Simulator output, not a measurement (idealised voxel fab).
This is a process module. Its name is voxel capacitor over wiring.
225 nm wide, 5 nm square cells: that's cross-section cut.
Reading order for cross-sections: top band down to bottom band. Underlying form: a grid of square cells. Band size: one or more rows of cells.
What a band's entry tells you: where the top is and where the bottom is, as heights in nm, and after that what lies inside, material by material from left to right, each with its width in nm. Empty space is written as the word "blank", and a single material marked with the word "throughout" occupies the band from edge to edge.
Heights are reckoned from 0. Under this level, the received wafer is all of one material. The bottommost band is open-ended downward, for example "0..down".
Think of "30 to 40" as a width that walks from the first number to the second as you go down the band, top row to bottom row, taking equal-sized steps from row to row.
Key: "remained unchanged" - step with no changed cell in the cross-section.
In the "Closed empty spaces" entry, you get each enclosed empty space of 8 cells or more, one with no open way to the top, written width x height at distance, distance from the left edge, in nm.
On a step's line, text after the settings is the simulator commenting on that step.
When a step includes a mask, the "overlay nm" setting on its line states how far to the right of its planned place that mask lay, and negative values state how far to the left.
So the way this works: pairs, before and after one process step. The after picture only goes down to the lowest band that actually changed, nothing below. Step and its settings are under each pair. And watch out, pairs might come from different runs of this module, same starting wafer though, so a pair only follows on from the one above if its "Pre-process" entry tells you so.
Pre-process
	0..down | Si throughout
	Closed empty spaces: none
Sectional View, Post-Process
	10..0 | SiO2 throughout
	Below a height of 0, the structure has not been altered.
	Closed empty spaces: none
Relating the two cross-sections above, the step in between is CONFORMAL_DEP,material SiO2,thk nm 10
Pre-process: it's just the after picture from the pair right above this one.
Sectional View, Post-Process
	15..10 | TiN throughout
	Below a height of 10, the structure has not been altered.
	Closed empty spaces: none
Relating the two cross-sections above, the step in between is DIRECTIONAL_DEP,material TiN,thk nm 5
Pre-process: it's just the after picture from the pair right above this one.
Sectional View, Post-Process
	35..15 | Ru throughout
	Below a height of 15, the structure has not been altered.
	Closed empty spaces: none
Relating the two cross-sections above, the step in between is DIRECTIONAL_DEP,material Ru,thk nm 20
Pre-process: it's just the after picture from the pair right above this one.
Sectional View, Post-Process
	50..35 | 60 of blank; 20 of resist; 60 of blank; 20 of resist; 65 of blank
	Below a height of 35, the structure has not been altered.
	Closed empty spaces: none
Relating the two cross-sections above, the step in between is PATTERN,tone cover,mask id METAL_1,material resist,width nm 20,pitch nm 80,thk nm 15,overlay nm 0
Pre-process: it's just the after picture from the pair right above this one.
Sectional View, Post-Process
	50..35 | 60 of blank; 20 of resist; 60 of blank; 20 of resist; 65 of blank
	35..15 | 60 of blank; 20 of Ru; 60 of blank; 20 of Ru; 65 of blank
	Below a height of 15, the structure has not been altered.
	Closed empty spaces: none
Relating the two cross-sections above, the step in between is DIRECTIONAL_ETCH,etch materials Ru,depth nm 20
Pre-process: it's just the after picture from the pair right above this one.
Sectional View, Post-Process
	50..35 | 60 of blank; 20 of resist; 60 of blank; 20 of resist; 65 of blank
	35..15 | 60 of blank; 20 of Ru; 60 of blank; 20 of Ru; 65 of blank
	15..10 | 60 of blank; 20 of TiN; 60 of blank; 20 of TiN; 65 of blank
	Below a height of 10, the structure has not been altered.
	Closed empty spaces: none
Relating the two cross-sections above, the step in between is DIRECTIONAL_ETCH,etch materials TiN,depth nm 5
Pre-process: it's just the after picture from the pair right above this one.
Sectional View, Post-Process
	35..15 | 60 of blank; 20 of Ru; 60 of blank; 20 of Ru; 65 of blank
	Below a height of 15, the structure has not been altered.
	Closed empty spaces: none
Relating the two cross-sections above, the step in between is STRIP,etch materials resist
Pre-process: it's just the after picture from the pair right above this one.
Sectional View, Post-Process
	45..35 | lowk throughout
	35..15 | 60 of lowk; 20 of Ru; 60 of lowk; 20 of Ru; 65 of lowk
	15..10 | 60 of lowk; 20 of TiN; 60 of lowk; 20 of TiN; 65 of lowk
	Below a height of 10, the structure has not been altered.
	Closed empty spaces: none
Relating the two cross-sections above, the step in between is FILL_DEP,material lowk,thk nm 10
Pre-process: it's just the after picture from the pair right above this one.
Sectional View, Post-Process
	35..15 | 60 of lowk; 20 of Ru; 60 of lowk; 20 of Ru; 65 of lowk
	Below a height of 15, the structure has not been altered.
	Closed empty spaces: none
Relating the two cross-sections above, the step in between is CMP,height nm 35
Pre-process: it's just the after picture from the pair right above this one.
Sectional View, Post-Process
	40..35 | SiCN throughout
	Below a height of 35, the structure has not been altered.
	Closed empty spaces: none
Relating the two cross-sections above, the step in between is CONFORMAL_DEP,material SiCN,thk nm 5
Pre-process: it's just the after picture from the pair right above this one.
Sectional View, Post-Process
	60..40 | lowk throughout
	Below a height of 40, the structure has not been altered.
	Closed empty spaces: none
Relating the two cross-sections above, the step in between is DIRECTIONAL_DEP,material lowk,thk nm 20
Pre-process: it's just the after picture from the pair right above this one.
Sectional View, Post-Process
	75..60 | aC throughout
	Below a height of 60, the structure has not been altered.
	Closed empty spaces: none
Relating the two cross-sections above, the step in between is DIRECTIONAL_DEP,material aC,thk nm 15
Pre-process: it's just the after picture from the pair right above this one.
Sectional View, Post-Process
	110..75 | 65 of resist; 15 of blank; 145 of resist
	Below a height of 75, the structure has not been altered.
	Closed empty spaces: none
Relating the two cross-sections above, the step in between is PATTERN,tone open,mask id PLUG_1,material resist,width nm 15,thk nm 35,overlay nm 0
Pre-process: it's just the after picture from the pair right above this one.
Sectional View, Post-Process
	95..75 | 65 of resist; 15 of blank; 145 of resist
	75..60 | 65 of aC; 15 of blank; 145 of aC
	Below a height of 60, the structure has not been altered.
	Closed empty spaces: none
Relating the two cross-sections above, the step in between is DIRECTIONAL_ETCH,etch materials aC,depth nm 15
Pre-process: it's just the after picture from the pair right above this one.
Sectional View, Post-Process
	75..60 | 65 of aC; 15 of blank; 145 of aC
	Below a height of 60, the structure has not been altered.
	Closed empty spaces: none
Relating the two cross-sections above, the step in between is STRIP,etch materials resist
Pre-process: it's just the after picture from the pair right above this one.
Sectional View, Post-Process
	75..60 | 65 of aC; 15 of blank; 145 of aC
	60..40 | 65 of lowk; 15 of blank; 145 of lowk
	Below a height of 40, the structure has not been altered.
	Closed empty spaces: none
Relating the two cross-sections above, the step in between is DIRECTIONAL_ETCH,etch materials lowk,depth nm 20
Pre-process: it's just the after picture from the pair right above this one.
Sectional View, Post-Process
	75..60 | 65 of aC; 15 of blank; 145 of aC
	60..40 | 65 of lowk; 15 of blank; 145 of lowk
	40..35 | 65 of SiCN; 15 of blank; 145 of SiCN
	Below a height of 35, the structure has not been altered.
	Closed empty spaces: none
Relating the two cross-sections above, the step in between is DIRECTIONAL_ETCH,etch materials SiCN,depth nm 5
Pre-process: it's just the after picture from the pair right above this one.
Sectional View, Post-Process
	60..40 | 65 of lowk; 15 of blank; 145 of lowk
	Below a height of 40, the structure has not been altered.
	Closed empty spaces: none
Relating the two cross-sections above, the step in between is STRIP,etch materials aC
Pre-process: it's just the after picture from the pair right above this one.
Sectional View, Post-Process
	65..60 | 70 of TiN; 5 of blank; 150 of TiN
	60..40 | 65 of lowk; 5 of TiN; 5 of blank; 5 of TiN; 145 of lowk
	40..35 | 65 of SiCN; 15 of TiN; 145 of SiCN
	Below a height of 35, the structure has not been altered.
	Closed empty spaces: none
Relating the two cross-sections above, the step in between is CONFORMAL_DEP,material TiN,thk nm 5
Pre-process: it's just the after picture from the pair right above this one.
Sectional View, Post-Process
	75..65 | W throughout
	65..60 | 70 of TiN; 5 of W; 150 of TiN
	60..40 | 65 of lowk; 5 of TiN; 5 of W; 5 of TiN; 145 of lowk
	Below a height of 40, the structure has not been altered.
	Closed empty spaces: none
Relating the two cross-sections above, the step in between is FILL_DEP,material W,thk nm 10
Pre-process: it's just the after picture from the pair right above this one.
Sectional View, Post-Process
	60..40 | 65 of lowk; 5 of TiN; 5 of W; 5 of TiN; 145 of lowk
	Below a height of 40, the structure has not been altered.
	Closed empty spaces: none
Relating the two cross-sections above, the step in between is CMP,height nm 60
Pre-process: it's just the after picture from the pair right above this one.
Sectional View, Post-Process
	65..60 | TiN throughout
	Below a height of 60, the structure has not been altered.
	Closed empty spaces: none
Relating the two cross-sections above, the step in between is DIRECTIONAL_DEP,material TiN,thk nm 5
Pre-process: it's just the after picture from the pair right above this one.
Sectional View, Post-Process
	70..65 | Al2O3 throughout
	Below a height of 65, the structure has not been altered.
	Closed empty spaces: none
Relating the two cross-sections above, the step in between is DIRECTIONAL_DEP,material Al2O3,thk nm 5
Pre-process: it's just the after picture from the pair right above this one.
Sectional View, Post-Process
	75..70 | TiN throughout
	Below a height of 70, the structure has not been altered.
	Closed empty spaces: none
Relating the two cross-sections above, the step in between is DIRECTIONAL_DEP,material TiN,thk nm 5
Pre-process: it's just the after picture from the pair right above this one.
Sectional View, Post-Process
	75..70 | 65 of blank; 65 of TiN; 95 of blank
	Below a height of 70, the structure has not been altered.
	Closed empty spaces: none
Relating the two cross-sections above, the step in between is MASKED_ETCH,tone cover,mask id UPPER_PLATE,width nm 65,etch materials TiN,depth nm 5,overlay nm 0
Pre-process: it's just the after picture from the pair right above this one.
Sectional View, Post-Process
	75..70 | 65 of blank; 65 of TiN; 95 of blank
	70..65 | 65 of blank; 65 of Al2O3; 95 of blank
	Below a height of 65, the structure has not been altered.
	Closed empty spaces: none
Relating the two cross-sections above, the step in between is MASKED_ETCH,tone cover,mask id UPPER_PLATE,width nm 65,etch materials Al2O3,depth nm 5,overlay nm 0
Pre-process: it's just the after picture from the pair right above this one.
Sectional View, Post-Process
	90..80 | 65 of blank; 65 of aC; 95 of blank
	80..75 | aC throughout
	75..70 | 65 of aC; 65 of TiN; 95 of aC
	70..65 | 65 of aC; 65 of Al2O3; 95 of aC
	Below a height of 65, the structure has not been altered.
	Closed empty spaces: none
Relating the two cross-sections above, the step in between is DIRECTIONAL_DEP,material aC,thk nm 15
Pre-process: it's just the after picture from the pair right above this one.
Sectional View, Post-Process
	120..90 | 60 of blank; 75 of resist; 90 of blank
	90..80 | 60 of blank; 5 of resist; 65 of aC; 5 of resist; 90 of blank
	Below a height of 80, the structure has not been altered.
	Closed empty spaces: none
Relating the two cross-sections above, the step in between is PATTERN,tone cover,mask id LOWER_PLATE,material resist,width nm 75,thk nm 30,overlay nm 0
Pre-process: it's just the after picture from the pair right above this one.
Sectional View, Post-Process
	105..90 | 60 of blank; 75 of resist; 90 of blank
	90..80 | 60 of blank; 5 of resist; 65 of aC; 5 of resist; 90 of blank
	80..75 | 60 of blank; 75 of aC; 90 of blank
	75..70 | 60 of blank; 5 of aC; 65 of TiN; 5 of aC; 90 of blank
	70..65 | 60 of blank; 5 of aC; 65 of Al2O3; 5 of aC; 90 of blank
	Below a height of 65, the structure has not been altered.
	Closed empty spaces: none
Relating the two cross-sections above, the step in between is DIRECTIONAL_ETCH,etch materials aC,depth nm 15
Pre-process: it's just the after picture from the pair right above this one.
Sectional View, Post-Process
	90..80 | 65 of blank; 65 of aC; 95 of blank
	Below a height of 80, the structure has not been altered.
	Closed empty spaces: none
Relating the two cross-sections above, the step in between is STRIP,etch materials resist
Pre-process: it's just the after picture from the pair right above this one.
Sectional View, Post-Process
	90..80 | 65 of blank; 65 of aC; 95 of blank
	80..75 | 60 of blank; 75 of aC; 90 of blank
	75..70 | 60 of blank; 5 of aC; 65 of TiN; 5 of aC; 90 of blank
	70..65 | 60 of blank; 5 of aC; 65 of Al2O3; 5 of aC; 90 of blank
	65..60 | 60 of blank; 75 of TiN; 90 of blank
	Below a height of 60, the structure has not been altered.
	Closed empty spaces: none
Relating the two cross-sections above, the step in between is DIRECTIONAL_ETCH,etch materials TiN,depth nm 5
Pre-process: it's just the after picture from the pair right above this one.
Sectional View, Post-Process
	75..70 | 65 of blank; 65 of TiN; 95 of blank
	70..65 | 65 of blank; 65 of Al2O3; 95 of blank
	Below a height of 65, the structure has not been altered.
	Closed empty spaces: none
Relating the two cross-sections above, the step in between is STRIP,etch materials aC
Pre-process: it's just the after picture from the pair right above this one.
Sectional View, Post-Process
	95..75 | SiO2 throughout
	75..70 | 65 of SiO2; 65 of TiN; 95 of SiO2
	70..65 | 65 of SiO2; 65 of Al2O3; 95 of SiO2
	65..60 | 60 of SiO2; 75 of TiN; 90 of SiO2
	Below a height of 60, the structure has not been altered.
	Closed empty spaces: none
Relating the two cross-sections above, the step in between is FILL_DEP,material SiO2,thk nm 20
Pre-process: it's just the after picture from the pair right above this one.
Sectional View, Post-Process
	90..75 | SiO2 throughout
	Below a height of 75, the structure has not been altered.
	Closed empty spaces: none
Relating the two cross-sections above, the step in between is CMP,height nm 90
Pre-process: it's just the after picture from the pair right above this one.
Sectional View, Post-Process
	100..90 | aC throughout
	Below a height of 90, the structure has not been altered.
	Closed empty spaces: none
Relating the two cross-sections above, the step in between is DIRECTIONAL_DEP,material aC,thk nm 10
Pre-process: it's just the after picture from the pair right above this one.
Sectional View, Post-Process
	130..100 | 75 of resist; 15 of blank; 135 of resist
	Below a height of 100, the structure has not been altered.
	Closed empty spaces: none
Relating the two cross-sections above, the step in between is PATTERN,tone open,mask id PLUG_2,material resist,width nm 15,thk nm 30,overlay nm 0
Pre-process: it's just the after picture from the pair right above this one.
Sectional View, Post-Process
	120..100 | 75 of resist; 15 of blank; 135 of resist
	100..90 | 75 of aC; 15 of blank; 135 of aC
	Below a height of 90, the structure has not been altered.
	Closed empty spaces: none
Relating the two cross-sections above, the step in between is DIRECTIONAL_ETCH,etch materials aC,depth nm 10
Pre-process: it's just the after picture from the pair right above this one.
Sectional View, Post-Process
	100..90 | 75 of aC; 15 of blank; 135 of aC
	Below a height of 90, the structure has not been altered.
	Closed empty spaces: none
Relating the two cross-sections above, the step in between is STRIP,etch materials resist
Pre-process: it's just the after picture from the pair right above this one.
Sectional View, Post-Process
	100..90 | 75 of aC; 15 of blank; 135 of aC
	90..75 | 75 of SiO2; 15 of blank; 135 of SiO2
	Below a height of 75, the structure has not been altered.
	Closed empty spaces: none
Relating the two cross-sections above, the step in between is DIRECTIONAL_ETCH,etch materials SiO2,depth nm 15
Pre-process: it's just the after picture from the pair right above this one.
Sectional View, Post-Process
	90..75 | 75 of SiO2; 15 of blank; 135 of SiO2
	Below a height of 75, the structure has not been altered.
	Closed empty spaces: none
Relating the two cross-sections above, the step in between is STRIP,etch materials aC
Pre-process: it's just the after picture from the pair right above this one.
Sectional View, Post-Process
	95..90 | 80 of TiN; 5 of blank; 140 of TiN
	90..80 | 75 of SiO2; 5 of TiN; 5 of blank; 5 of TiN; 135 of SiO2
	80..70 | 75 to 65 of SiO2; 15 to 65 of TiN; 135 to 95 of SiO2
	Below a height of 70, the structure has not been altered.
	Closed empty spaces: none
Relating the two cross-sections above, the step in between is CONFORMAL_DEP,material TiN,thk nm 5
Pre-process: it's just the after picture from the pair right above this one.
Sectional View, Post-Process
	100..95 | Cu throughout
	95..90 | 80 of TiN; 5 of Cu; 140 of TiN
	90..80 | 75 of SiO2; 5 of TiN; 5 of Cu; 5 of TiN; 135 of SiO2
	Below a height of 80, the structure has not been altered.
	Closed empty spaces: none
Relating the two cross-sections above, the step in between is FILL_DEP,material Cu,thk nm 5
Pre-process: it's just the after picture from the pair right above this one.
Sectional View, Post-Process
	90..80 | 75 of SiO2; 5 of TiN; 5 of Cu; 5 of TiN; 135 of SiO2
	Below a height of 80, the structure has not been altered.
	Closed empty spaces: none
Relating the two cross-sections above, the step in between is CMP,height nm 90
Pre-process: it's just the after picture from the pair right above this one.
Sectional View, Post-Process
	95..90 | SiCN throughout
	Below a height of 90, the structure has not been altered.
	Closed empty spaces: none
Relating the two cross-sections above, the step in between is CONFORMAL_DEP,material SiCN,thk nm 5
Pre-process
	0..down | Si throughout
	Closed empty spaces: none
Sectional View, Post-Process
	5..0 | TiN throughout
	Below a height of 0, the structure has not been altered.
	Closed empty spaces: none
Relating the two cross-sections above, the step in between is DIRECTIONAL_DEP,material TiN,thk nm 5
Pre-process: it's just the after picture from the pair right above this one.
Sectional View, Post-Process
	25..5 | Ru throughout
	Below a height of 5, the structure has not been altered.
	Closed empty spaces: none
Relating the two cross-sections above, the step in between is DIRECTIONAL_DEP,material Ru,thk nm 20
Pre-process: it's just the after picture from the pair right above this one.
Sectional View, Post-Process
	40..25 | 60 of blank; 20 of resist; 60 of blank; 20 of resist; 65 of blank
	Below a height of 25, the structure has not been altered.
	Closed empty spaces: none
Relating the two cross-sections above, the step in between is PATTERN,tone cover,mask id METAL_1,material resist,width nm 20,pitch nm 80,thk nm 15,overlay nm 0
Pre-process: it's just the after picture from the pair right above this one.
Sectional View, Post-Process
	40..25 | 60 of blank; 20 of resist; 60 of blank; 20 of resist; 65 of blank
	25..5 | 60 of blank; 20 of Ru; 60 of blank; 20 of Ru; 65 of blank
	Below a height of 5, the structure has not been altered.
	Closed empty spaces: none
Relating the two cross-sections above, the step in between is DIRECTIONAL_ETCH,etch materials Ru,depth nm 20
Pre-process: it's just the after picture from the pair right above this one.
Sectional View, Post-Process
	40..25 | 60 of blank; 20 of resist; 60 of blank; 20 of resist; 65 of blank
	25..5 | 60 of blank; 20 of Ru; 60 of blank; 20 of Ru; 65 of blank
	5..0 | 60 of blank; 20 of TiN; 60 of blank; 20 of TiN; 65 of blank
	Below a height of 0, the structure has not been altered.
	Closed empty spaces: none
Relating the two cross-sections above, the step in between is DIRECTIONAL_ETCH,etch materials TiN,depth nm 5
Pre-process: it's just the after picture from the pair right above this one.
Sectional View, Post-Process
	25..5 | 60 of blank; 20 of Ru; 60 of blank; 20 of Ru; 65 of blank
	Below a height of 5, the structure has not been altered.
	Closed empty spaces: none
Relating the two cross-sections above, the step in between is STRIP,etch materials resist
Pre-process: it's just the after picture from the pair right above this one.
Sectional View, Post-Process
	35..25 | lowk throughout
	25..5 | 60 of lowk; 20 of Ru; 60 of lowk; 20 of Ru; 65 of lowk
	5..0 | 60 of lowk; 20 of TiN; 60 of lowk; 20 of TiN; 65 of lowk
	Below a height of 0, the structure has not been altered.
	Closed empty spaces: none
Relating the two cross-sections above, the step in between is FILL_DEP,material lowk,thk nm 10
Pre-process: it's just the after picture from the pair right above this one.
Sectional View, Post-Process
	40..35 | SiCN throughout
	Below a height of 35, the structure has not been altered.
	Closed empty spaces: none
Relating the two cross-sections above, the step in between is CONFORMAL_DEP,material SiCN,thk nm 5
Pre-process: it's just the after picture from the pair right above this one.
Sectional View, Post-Process
	60..40 | lowk throughout
	Below a height of 40, the structure has not been altered.
	Closed empty spaces: none
Relating the two cross-sections above, the step in between is DIRECTIONAL_DEP,material lowk,thk nm 20
Pre-process: it's just the after picture from the pair right above this one.
Sectional View, Post-Process
	75..60 | aC throughout
	Below a height of 60, the structure has not been altered.
	Closed empty spaces: none
Relating the two cross-sections above, the step in between is DIRECTIONAL_DEP,material aC,thk nm 15
Pre-process: it's just the after picture from the pair right above this one.
Sectional View, Post-Process
	110..75 | 65 of resist; 15 of blank; 145 of resist
	Below a height of 75, the structure has not been altered.
	Closed empty spaces: none
Relating the two cross-sections above, the step in between is PATTERN,tone open,mask id PLUG_1,material resist,width nm 15,thk nm 35,overlay nm 0
Pre-process: it's just the after picture from the pair right above this one.
Sectional View, Post-Process
	95..75 | 65 of resist; 15 of blank; 145 of resist
	75..60 | 65 of aC; 15 of blank; 145 of aC
	Below a height of 60, the structure has not been altered.
	Closed empty spaces: none
Relating the two cross-sections above, the step in between is DIRECTIONAL_ETCH,etch materials aC,depth nm 15
Pre-process: it's just the after picture from the pair right above this one.
Sectional View, Post-Process
	75..60 | 65 of aC; 15 of blank; 145 of aC
	Below a height of 60, the structure has not been altered.
	Closed empty spaces: none
Relating the two cross-sections above, the step in between is STRIP,etch materials resist
Pre-process: it's just the after picture from the pair right above this one.
Sectional View, Post-Process
	75..60 | 65 of aC; 15 of blank; 145 of aC
	60..40 | 65 of lowk; 15 of blank; 145 of lowk
	Below a height of 40, the structure has not been altered.
	Closed empty spaces: none
Relating the two cross-sections above, the step in between is DIRECTIONAL_ETCH,etch materials lowk,depth nm 20
Pre-process: it's just the after picture from the pair right above this one.
Sectional View, Post-Process
	75..60 | 65 of aC; 15 of blank; 145 of aC
	60..40 | 65 of lowk; 15 of blank; 145 of lowk
	40..35 | 65 of SiCN; 15 of blank; 145 of SiCN
	Below a height of 35, the structure has not been altered.
	Closed empty spaces: none
Relating the two cross-sections above, the step in between is DIRECTIONAL_ETCH,etch materials SiCN,depth nm 5
Pre-process: it's just the after picture from the pair right above this one.
Sectional View, Post-Process
	60..40 | 65 of lowk; 15 of blank; 145 of lowk
	Below a height of 40, the structure has not been altered.
	Closed empty spaces: none
Relating the two cross-sections above, the step in between is STRIP,etch materials aC
Pre-process: it's just the after picture from the pair right above this one.
Sectional View, Post-Process
	65..60 | 70 of TiN; 5 of blank; 150 of TiN
	60..40 | 65 of lowk; 5 of TiN; 5 of blank; 5 of TiN; 145 of lowk
	40..35 | 65 of SiCN; 15 of TiN; 145 of SiCN
	Below a height of 35, the structure has not been altered.
	Closed empty spaces: none
Relating the two cross-sections above, the step in between is CONFORMAL_DEP,material TiN,thk nm 5
Pre-process: it's just the after picture from the pair right above this one.
Sectional View, Post-Process
	75..65 | W throughout
	65..60 | 70 of TiN; 5 of W; 150 of TiN
	60..40 | 65 of lowk; 5 of TiN; 5 of W; 5 of TiN; 145 of lowk
	Below a height of 40, the structure has not been altered.
	Closed empty spaces: none
Relating the two cross-sections above, the step in between is FILL_DEP,material W,thk nm 10
Pre-process: it's just the after picture from the pair right above this one.
Sectional View, Post-Process
	60..40 | 65 of lowk; 5 of TiN; 5 of W; 5 of TiN; 145 of lowk
	Below a height of 40, the structure has not been altered.
	Closed empty spaces: none
Relating the two cross-sections above, the step in between is CMP,height nm 60
Pre-process: it's just the after picture from the pair right above this one.
Sectional View, Post-Process
	65..60 | TiN throughout
	Below a height of 60, the structure has not been altered.
	Closed empty spaces: none
Relating the two cross-sections above, the step in between is DIRECTIONAL_DEP,material TiN,thk nm 5
Pre-process: it's just the after picture from the pair right above this one.
Sectional View, Post-Process
	70..65 | Al2O3 throughout
	Below a height of 65, the structure has not been altered.
	Closed empty spaces: none
Relating the two cross-sections above, the step in between is DIRECTIONAL_DEP,material Al2O3,thk nm 5
Pre-process: it's just the after picture from the pair right above this one.
Sectional View, Post-Process
	75..70 | TiN throughout
	Below a height of 70, the structure has not been altered.
	Closed empty spaces: none
Relating the two cross-sections above, the step in between is DIRECTIONAL_DEP,material TiN,thk nm 5
Pre-process: it's just the after picture from the pair right above this one.
Sectional View, Post-Process
	75..70 | 65 of blank; 65 of TiN; 95 of blank
	Below a height of 70, the structure has not been altered.
	Closed empty spaces: none
Relating the two cross-sections above, the step in between is MASKED_ETCH,tone cover,mask id UPPER_PLATE,width nm 65,etch materials TiN,depth nm 5,overlay nm 0
Pre-process: it's just the after picture from the pair right above this one.
Sectional View, Post-Process
	75..70 | 65 of blank; 65 of TiN; 95 of blank
	70..65 | 65 of blank; 65 of Al2O3; 95 of blank
	Below a height of 65, the structure has not been altered.
	Closed empty spaces: none
Relating the two cross-sections above, the step in between is MASKED_ETCH,tone cover,mask id UPPER_PLATE,width nm 65,etch materials Al2O3,depth nm 5,overlay nm 0
Pre-process: it's just the after picture from the pair right above this one.
Sectional View, Post-Process
	90..80 | 65 of blank; 65 of aC; 95 of blank
	80..75 | aC throughout
	75..70 | 65 of aC; 65 of TiN; 95 of aC
	70..65 | 65 of aC; 65 of Al2O3; 95 of aC
	Below a height of 65, the structure has not been altered.
	Closed empty spaces: none
Relating the two cross-sections above, the step in between is DIRECTIONAL_DEP,material aC,thk nm 15
Pre-process: it's just the after picture from the pair right above this one.
Sectional View, Post-Process
	120..90 | 60 of blank; 75 of resist; 90 of blank
	90..80 | 60 of blank; 5 of resist; 65 of aC; 5 of resist; 90 of blank
	Below a height of 80, the structure has not been altered.
	Closed empty spaces: none
Relating the two cross-sections above, the step in between is PATTERN,tone cover,mask id LOWER_PLATE,material resist,width nm 75,thk nm 30,overlay nm 0
Pre-process: it's just the after picture from the pair right above this one.
Sectional View, Post-Process
	105..90 | 60 of blank; 75 of resist; 90 of blank
	90..80 | 60 of blank; 5 of resist; 65 of aC; 5 of resist; 90 of blank
	80..75 | 60 of blank; 75 of aC; 90 of blank
	75..70 | 60 of blank; 5 of aC; 65 of TiN; 5 of aC; 90 of blank
	70..65 | 60 of blank; 5 of aC; 65 of Al2O3; 5 of aC; 90 of blank
	Below a height of 65, the structure has not been altered.
	Closed empty spaces: none
Relating the two cross-sections above, the step in between is DIRECTIONAL_ETCH,etch materials aC,depth nm 15
Pre-process: it's just the after picture from the pair right above this one.
Sectional View, Post-Process
	90..80 | 65 of blank; 65 of aC; 95 of blank
	Below a height of 80, the structure has not been altered.
	Closed empty spaces: none
Relating the two cross-sections above, the step in between is STRIP,etch materials resist
Pre-process: it's just the after picture from the pair right above this one.
Sectional View, Post-Process
	90..80 | 65 of blank; 65 of aC; 95 of blank
	80..75 | 60 of blank; 75 of aC; 90 of blank
	75..70 | 60 of blank; 5 of aC; 65 of TiN; 5 of aC; 90 of blank
	70..65 | 60 of blank; 5 of aC; 65 of Al2O3; 5 of aC; 90 of blank
	65..60 | 60 of blank; 75 of TiN; 90 of blank
	Below a height of 60, the structure has not been altered.
	Closed empty spaces: none
Relating the two cross-sections above, the step in between is DIRECTIONAL_ETCH,etch materials TiN,depth nm 5
Pre-process: it's just the after picture from the pair right above this one.
Sectional View, Post-Process
	75..70 | 65 of blank; 65 of TiN; 95 of blank
	70..65 | 65 of blank; 65 of Al2O3; 95 of blank
	Below a height of 65, the structure has not been altered.
	Closed empty spaces: none
Relating the two cross-sections above, the step in between is STRIP,etch materials aC
Pre-process: it's just the after picture from the pair right above this one.
Sectional View, Post-Process
	95..75 | SiO2 throughout
	75..70 | 65 of SiO2; 65 of TiN; 95 of SiO2
	70..65 | 65 of SiO2; 65 of Al2O3; 95 of SiO2
	65..60 | 60 of SiO2; 75 of TiN; 90 of SiO2
	Below a height of 60, the structure has not been altered.
	Closed empty spaces: none
Relating the two cross-sections above, the step in between is FILL_DEP,material SiO2,thk nm 20
Pre-process: it's just the after picture from the pair right above this one.
Sectional View, Post-Process
	90..75 | SiO2 throughout
	Below a height of 75, the structure has not been altered.
	Closed empty spaces: none
Relating the two cross-sections above, the step in between is CMP,height nm 90
Pre-process: it's just the after picture from the pair right above this one.
Sectional View, Post-Process
	100..90 | aC throughout
	Below a height of 90, the structure has not been altered.
	Closed empty spaces: none
Relating the two cross-sections above, the step in between is DIRECTIONAL_DEP,material aC,thk nm 10
Pre-process: it's just the after picture from the pair right above this one.
Sectional View, Post-Process
	130..100 | 75 of resist; 15 of blank; 135 of resist
	Below a height of 100, the structure has not been altered.
	Closed empty spaces: none
Relating the two cross-sections above, the step in between is PATTERN,tone open,mask id PLUG_2,material resist,width nm 15,thk nm 30,overlay nm 0
Pre-process: it's just the after picture from the pair right above this one.
Sectional View, Post-Process
	120..100 | 75 of resist; 15 of blank; 135 of resist
	100..90 | 75 of aC; 15 of blank; 135 of aC
	Below a height of 90, the structure has not been altered.
	Closed empty spaces: none
Relating the two cross-sections above, the step in between is DIRECTIONAL_ETCH,etch materials aC,depth nm 10
Pre-process: it's just the after picture from the pair right above this one.
Sectional View, Post-Process
	100..90 | 75 of aC; 15 of blank; 135 of aC
	Below a height of 90, the structure has not been altered.
	Closed empty spaces: none
Relating the two cross-sections above, the step in between is STRIP,etch materials resist
Pre-process: it's just the after picture from the pair right above this one.
Sectional View, Post-Process
	100..90 | 75 of aC; 15 of blank; 135 of aC
	90..75 | 75 of SiO2; 15 of blank; 135 of SiO2
	Below a height of 75, the structure has not been altered.
	Closed empty spaces: none
Relating the two cross-sections above, the step in between is DIRECTIONAL_ETCH,etch materials SiO2,depth nm 15
Pre-process: it's just the after picture from the pair right above this one.
Sectional View, Post-Process
	90..75 | 75 of SiO2; 15 of blank; 135 of SiO2
	Below a height of 75, the structure has not been altered.
	Closed empty spaces: none
Relating the two cross-sections above, the step in between is STRIP,etch materials aC
Pre-process: it's just the after picture from the pair right above this one.
Sectional View, Post-Process
	95..90 | 80 of TiN; 5 of blank; 140 of TiN
	90..80 | 75 of SiO2; 5 of TiN; 5 of blank; 5 of TiN; 135 of SiO2
	80..70 | 75 to 65 of SiO2; 15 to 65 of TiN; 135 to 95 of SiO2
	Below a height of 70, the structure has not been altered.
	Closed empty spaces: none
Relating the two cross-sections above, the step in between is CONFORMAL_DEP,material TiN,thk nm 5
Pre-process: it's just the after picture from the pair right above this one.
Sectional View, Post-Process
	100..95 | Cu throughout
	95..90 | 80 of TiN; 5 of Cu; 140 of TiN
	90..80 | 75 of SiO2; 5 of TiN; 5 of Cu; 5 of TiN; 135 of SiO2
	Below a height of 80, the structure has not been altered.
	Closed empty spaces: none
Relating the two cross-sections above, the step in between is FILL_DEP,material Cu,thk nm 5
Pre-process: it's just the after picture from the pair right above this one.
Sectional View, Post-Process
	90..80 | 75 of SiO2; 5 of TiN; 5 of Cu; 5 of TiN; 135 of SiO2
	Below a height of 80, the structure has not been altered.
	Closed empty spaces: none
Relating the two cross-sections above, the step in between is CMP,height nm 90
Pre-process: it's just the after picture from the pair right above this one.
Sectional View, Post-Process
	95..90 | SiCN throughout
	Below a height of 90, the structure has not been altered.
	Closed empty spaces: none
Relating the two cross-sections above, the step in between is CONFORMAL_DEP,material SiCN,thk nm 5
Pre-process
	65..60 | TiN throughout
	60..40 | 65 of lowk; 5 of TiN; 5 of W; 5 of TiN; 145 of lowk
	40..35 | 65 of SiCN; 15 of TiN; 145 of SiCN
	35..15 | 60 of lowk; 20 of Ru; 60 of lowk; 20 of Ru; 65 of lowk
	15..10 | 60 of lowk; 20 of TiN; 60 of lowk; 20 of TiN; 65 of lowk
	10..0 | SiO2 throughout
	0..down | Si throughout
	Closed empty spaces: none
Sectional View, Post-Process
	70..60 | TiN throughout
	Below a height of 60, the structure has not been altered.
	Closed empty spaces: none
Relating the two cross-sections above, the step in between is DIRECTIONAL_DEP,material TiN,thk nm 5
Pre-process: it's just the after picture from the pair right above this one.
Sectional View, Post-Process
	75..70 | Al2O3 throughout
	Below a height of 70, the structure has not been altered.
	Closed empty spaces: none
Relating the two cross-sections above, the step in between is DIRECTIONAL_DEP,material Al2O3,thk nm 5
Pre-process: it's just the after picture from the pair right above this one.
Sectional View, Post-Process
	75..70 | 65 of blank; 65 of Al2O3; 95 of blank
	Below a height of 70, the structure has not been altered.
	Closed empty spaces: none
Relating the two cross-sections above, the step in between is MASKED_ETCH,tone cover,mask id UPPER_PLATE,width nm 65,etch materials Al2O3,depth nm 5,overlay nm 0
